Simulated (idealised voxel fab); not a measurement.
The following is a process module called voxel released beams.
It is cross-section cut that appears here, measuring 265 nm in width, its square cells being 5 nm in size.
Throughout this document, each cross-section is represented as a grid of square cells and is presented as a sequence of bands enumerated from the top downward, where a band comprises one or more rows of cells. For a band, the entry starts with two heights in nm, that of the top and then that of the bottom, and carries on with the band's materials in order from left to right, each alongside its width in nm; the word "full width" beside a single material means it fills the band edge to edge, and "air" means empty space. Heights from 0 (as-received wafer is one material below). Bottom band endless downward, as "0..down". When a width is written as two numbers, as in "30..40", the first number is the width in the top row of cells of the band and the second is the width in its bottom row, and the width changes by the same amount from each row to the next. No cell of the cross-section changed in a step that is given as "no alteration". "Completely sealed voids" specifies each empty space that is not open to the top and that occupies no fewer than 8 cells, using the form width x height at distance, the distance measured from the left edge and all three quantities in nm. That trailing text on a step's line, after the settings, is the simulator's own remark on the step. "overlay nm" answers the question of how far to the right of plan the mask lay on a step that has a mask, and when it is negative the answer is to the left.
PLAN
1. RECEIVE: material Si
2. CONFORMAL_DEP: material SiN, thk nm 5
3. DIRECTIONAL_DEP: material SiO2, thk nm 20
4. DIRECTIONAL_DEP: material aC, thk nm 10
5. PATTERN: tone open, mask id ANCHOR, material resist, width nm 25, thk nm 25, overlay nm 0
6. DIRECTIONAL_ETCH: etch materials aC, depth nm 10
7. STRIP: etch materials resist
8. DIRECTIONAL_ETCH: etch materials SiO2, depth nm 20
9. STRIP: etch materials aC
10. CONFORMAL_DEP: material W, thk nm 10
11. MASKED_ETCH: tone cover, mask id BEAM, width nm 95, etch materials W, depth nm 10, overlay nm 0
12. STRIP: etch materials SiO2
SO THIS IS THE INCOMING WAFER IN CROSS-SECTION - IT'S ALREADY BEEN THROUGH STEP 1
- 0..down | Si full width
- Completely sealed voids: none
CROSS-SECTIONAL IMAGE OF THE FIRST OF TWO WAFERS AT THE END OF THE MODULE, THE RUN HAVING PROCEEDED AS PLANNED
- 35..25 | 80 of air / 15 of W / 5 of air / 75 of W / 90 of air
- 25..15 | 85 of air / 10 of W / 5 of air / 10 of W / 155 of air
- 15..5 | 85 of air / 25 of W / 155 of air
- 5..0 | SiN full width
- 0..down | Si full width
- Completely sealed voids: none
NOW THE SECOND WAFER, CROSS-SECTIONED AT THE END OF THE MODULE. NOTHING DIFFERENT AT THE START, NOTHING DIFFERENT IN THE PLAN COMPARED WITH THE FIRST, JUST ONE MISTAKE WHEN IT WAS ACTUALLY RUN
- 35..25 | 80 of air / 95 of W / 90 of air
- 25..20 | SiN full width
- 20..0 | SiO2 full width
- 0..down | Si full width
- Completely sealed voids: none
In executing the process, a mistake was made relative to the plan: the processing plan was not followed for steps 2 and 3, which were run with their positions exchanged
FYI, end of process, the second wafer has more or fewer cells of some materials than the first: SiO2: 212 more, W: 16 fewer
